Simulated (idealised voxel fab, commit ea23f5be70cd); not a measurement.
Module name: voxel plated lines (process module)
The cross-section shown here is cut; it is 225 nm wide and divided into square cells measuring 5 nm on a side.
Cross-section layout: square cells on a grid; listed as bands, top to bottom; a band spans one or more cell rows. Heights first: top, then bottom, in nm. Then materials, left to right, each with a width in nm. "full width" on a single material: fills the band edge to edge. "empty": empty space. Height 0 is the level under which the wafer as received is all one material. The lowest band goes on downwards, as in "0..down". The notation "30->40" denotes a width that varies across the rows of cells in the band, beginning at the first number in the top row, finishing at the second number in the bottom row, and changing by an identical amount from each row to the next. "nothing got changed" after a step means that no cell of the cross-section changed. "Sealed-off cavities" specifies each empty space that is not open to the top and that occupies no fewer than 8 cells, using the form width x height at distance, the distance measured from the left edge and all three quantities in nm. Read whatever lies past the settings on a step's line as the simulator's own remark about the step. For masked steps, "overlay nm" on the step line gives how far right of plan the mask actually lay; a minus sign means it lay to the left.
List of planned process steps
1) op RECEIVE | material Si
2) op CONFORMAL_DEP | material SiN | thk nm 10
3) op DIRECTIONAL_DEP | material TiN | thk nm 5
4) op PATTERN | tone open | mask id LINES | material resist | width nm 30 | pitch nm 45 | thk nm 40 | overlay nm 0
5) op EPI | material Ru | thk nm 5
6) op EPI | material Ru | thk nm 10
7) op EPI | material Ru | thk nm 5
8) op STRIP | etch materials resist
9) op DIRECTIONAL_ETCH | etch materials TiN | depth nm 5
10) op CONFORMAL_DEP | material SiO2 | thk nm 10
What follows covers the first of two wafers; it ran as planned
Wafer at receipt (post step 1), cross-section
    0..down = Si full width
    Sealed-off cavities: none
Cross-section: wafer state after step 2
    10..0 = SiN full width
    Under the height 0 nothing was changed.
Cross-section: wafer state after step 3
    15..10 = TiN full width
    Under the height 10 nothing was changed.
Cross-section: wafer state after step 4
    55..15 = resist (75), then empty (30), then resist (15), then empty (30), then resist (75)
    Under the height 15 nothing was changed.
Cross-section: wafer state after step 5
    55..20 = resist (75), then empty (30), then resist (15), then empty (30), then resist (75)
    20..15 = resist (75), then Ru (30), then resist (15), then Ru (30), then resist (75)
    Under the height 15 nothing was changed.
Cross-section: wafer state after step 6
    55..30 = resist (75), then empty (30), then resist (15), then empty (30), then resist (75)
    30..15 = resist (75), then Ru (30), then resist (15), then Ru (30), then resist (75)
    Under the height 15 nothing was changed.
Cross-section: wafer state after step 7
    55..35 = resist (75), then empty (30), then resist (15), then empty (30), then resist (75)
    35..15 = resist (75), then Ru (30), then resist (15), then Ru (30), then resist (75)
    Under the height 15 nothing was changed.
Cross-section: wafer state after step 8
    35..15 = empty (75), then Ru (30), then empty (15), then Ru (30), then empty (75)
    Under the height 15 nothing was changed.
Cross-section: wafer state after step 9
    35..15 = empty (75), then Ru (30), then empty (15), then Ru (30), then empty (75)
    15..10 = empty (75), then TiN (30), then empty (15), then TiN (30), then empty (75)
    Under the height 10 nothing was changed.
Cross-section: wafer state after step 10
    45..35 = empty (65), then SiO2 (95), then empty (65)
    35..20 = empty (65), then SiO2 (10), then Ru (30), then SiO2 (15), then Ru (30), then SiO2 (10), then empty (65)
    20..15 = SiO2 (75), then Ru (30), then SiO2 (15), then Ru (30), then SiO2 (75)
    15..10 = SiO2 (75), then TiN (30), then SiO2 (15), then TiN (30), then SiO2 (75)
    Under the height 10 nothing was changed.
What follows concerns the second wafer, which started out like the first and was meant to follow the very same plan; one mistake crept in when it was run, but everything up to and including step 6 is the same as for the first wafer
Second wafer, section view, time point: scheduled end of step 7
    30..15 = empty (75), then Ru (30), then empty (15), then Ru (30), then empty (75)
    Under the height 15 nothing was changed.
Second wafer, section view, time point: scheduled end of step 8
    35..20 = empty (70), then Ru (40), then empty (5), then Ru (40), then empty (70)
    20..15 = Ru full width
    Under the height 15 nothing was changed.
Second wafer, section view, time point: scheduled end of step 9: nothing got changed
Second wafer, section view, time point: scheduled end of step 10
    45..35 = empty (60), then SiO2 (105), then empty (60)
    35..30 = empty (60), then SiO2 (10), then Ru (40), then SiO2 (5), then Ru (40), then SiO2 (10), then empty (60)
    30..20 = SiO2 (70), then Ru (40), then SiO2 (5), then Ru (40), then SiO2 (70)
    Under the height 20 nothing was changed.
Plan not followed: the intended sequence of steps 7 and 8 was reversed during processing, with each occupying the position of the other
Upon completion, the second wafer contains, in terms of cells, a greater or smaller amount of certain materials than the first wafer: +45 Ru, -20 SiO2, +33 TiN
